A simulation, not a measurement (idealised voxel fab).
process module | voxel wiring stack
cross-section cut | 245 nm wide | cells 5 nm
A cross-section is a grid of square cells, given in bands from the top down. A band is one or more rows of cells.
Each band's line starts with the height of the band's top and of its bottom, in nm. Then come its materials from left to right, each with its width in nm. One material with "throughout" fills the band from edge to edge. "air" is empty space.
Height 0 is the level under which the wafer as received is all one material. The lowest band goes on downwards, as in "0 down".
A width such as "30 to 40" changes by the same amount from each row of cells to the next, from the band's top row to its bottom row.
"no change" after a step means that no cell of the cross-section changed.
closed voids: empty space of 8 cells or more with no open way to the top, each as width x height at its distance from the left edge, in nm
after a step's settings: what the simulator itself notes on the step
overlay nm, on a step with a mask: how far to the right of its planned place the mask lay; to the left if negative
plan
1 op RECEIVE | material Si
2 op CONFORMAL_DEP | material SiO2 | thk nm 10
3 op DIRECTIONAL_DEP | material TiN | thk nm 5
4 op DIRECTIONAL_DEP | material Ru | thk nm 20
5 op PATTERN | tone cover | mask id METAL_1 | material resist | width nm 20 | pitch nm 35 | thk nm 15 | overlay nm 0
6 op DIRECTIONAL_ETCH | etch materials Ru | depth nm 20
7 op DIRECTIONAL_ETCH | etch materials TiN | depth nm 5
8 op STRIP | etch materials resist
9 op CONFORMAL_DEP | material SiN | thk nm 5
10 op FILL_DEP | material SiO2 | thk nm 5
11 op CMP | height nm 35
12 op CONFORMAL_DEP | material SiCN | thk nm 5
13 op DIRECTIONAL_DEP | material SiO2 | thk nm 20
14 op DIRECTIONAL_DEP | material aC | thk nm 15
15 op PATTERN | tone open | mask id PLUG_1 | material resist | width nm 15 | pitch nm 70 | thk nm 30 | overlay nm 0
16 op DIRECTIONAL_ETCH | etch materials aC | depth nm 15
17 op STRIP | etch materials resist
18 op DIRECTIONAL_ETCH | etch materials SiO2 | depth nm 20
19 op DIRECTIONAL_ETCH | etch materials SiCN | depth nm 5
20 op STRIP | etch materials aC
21 op EPI | material Ru | thk nm 10
22 op EPI | material Ru | thk nm 10
23 op EPI | material Ru | thk nm 5
24 op DIRECTIONAL_DEP | material TiN | thk nm 5
25 op DIRECTIONAL_DEP | material Ru | thk nm 20
26 op MASKED_ETCH | tone cover | mask id METAL_2 | width nm 20 | pitch nm 35 | etch materials Ru | depth nm 20 | overlay nm 0
27 op MASKED_ETCH | tone cover | mask id METAL_2 | width nm 20 | pitch nm 35 | etch materials TiN | depth nm 5 | overlay nm 0
28 op FILL_DEP | material SiO2 | thk nm 10
29 op CMP | height nm 85
30 op CONFORMAL_DEP | material SiCN | thk nm 5
31 op DIRECTIONAL_DEP | material SiO2 | thk nm 15
32 op MASKED_ETCH | tone open | mask id PLUG_2 | width nm 15 | pitch nm 35 | etch materials SiO2 | depth nm 15 | overlay nm 0
33 op MASKED_ETCH | tone open | mask id PLUG_2 | width nm 15 | pitch nm 35 | etch materials SiCN | depth nm 5 | overlay nm 0
34 op CONFORMAL_DEP | material TiN | thk nm 5
35 op FILL_DEP | material W | thk nm 5
36 op CMP | height nm 105
37 op DIRECTIONAL_DEP | material TiN | thk nm 5
38 op DIRECTIONAL_DEP | material W | thk nm 25
39 op PATTERN | tone cover | mask id METAL_3 | material resist | width nm 20 | pitch nm 35 | thk nm 20 | overlay nm 0
40 op DIRECTIONAL_ETCH | etch materials W | depth nm 25
41 op DIRECTIONAL_ETCH | etch materials TiN | depth nm 5
42 op STRIP | etch materials resist
43 op FILL_DEP | material SiO2 | thk nm 5
44 op CMP | height nm 135
45 op CONFORMAL_DEP | material SiN | thk nm 5
as received, after step 1
  0 down: Si throughout
  closed voids: none
a wafer at the end: this start, this plan, one mistake
  140 to 135: SiN throughout
  135 to 110: SiO2 60 | W 20 | SiO2 15 | W 20 | SiO2 15 | W 20 | SiO2 15 | W 20 | SiO2 60
  110 to 105: SiO2 60 | TiN 20 | SiO2 15 | TiN 20 | SiO2 15 | TiN 20 | SiO2 15 | TiN 20 | SiO2 60
  105 to 90: SiO2 60 | TiN 5 | W 5 | TiN 5 | SiO2 20 | TiN 5 | W 5 | TiN 5 | SiO2 20 | TiN 5 | W 5 | TiN 5 | SiO2 20 | TiN 5 | W 5 | TiN 5 | SiO2 65
  90 to 85: SiCN 60 | TiN 15 | SiCN 20 | TiN 15 | SiCN 20 | TiN 15 | SiCN 20 | TiN 15 | SiCN 65
  85 to 70: SiO2 75 | Ru 5 | SiO2 15 | Ru 20 | SiO2 30 | Ru 5 | SiO2 15 | Ru 20 | SiO2 60
  70 to 65: SiO2 60 | Ru 20 | SiO2 15 | Ru 20 | SiO2 15 | Ru 20 | SiO2 15 | Ru 20 | SiO2 60
  65 to 60: SiO2 60 | Ru 15 | TiN 5 | SiO2 15 | TiN 20 | SiO2 15 | Ru 15 | TiN 5 | SiO2 15 | TiN 20 | SiO2 60
  60 to 50: SiO2 60 | Ru 15 | SiO2 55 | Ru 15 | SiO2 100
  50 to 45: SiO2 60 | TiN 15 | SiO2 55 | TiN 15 | SiO2 100
  45 to 40: SiO2 throughout
  40 to 35: SiCN throughout
  35 to 15: SiO2 55 | SiN 5 | Ru 20 | SiN 5 | SiO2 5 | SiN 5 | Ru 20 | SiN 5 | SiO2 5 | SiN 5 | Ru 20 | SiN 5 | SiO2 5 | SiN 5 | Ru 20 | SiN 5 | SiO2 55
  15 to 10: SiN 60 | TiN 20 | SiN 15 | TiN 20 | SiN 15 | TiN 20 | SiN 15 | TiN 20 | SiN 60
  10 to 0: SiO2 throughout
  0 down: Si throughout
  closed voids: none
what went wrong: step 18 ran as: op DIRECTIONAL_ETCH | etch materials SiO2 | depth nm 15
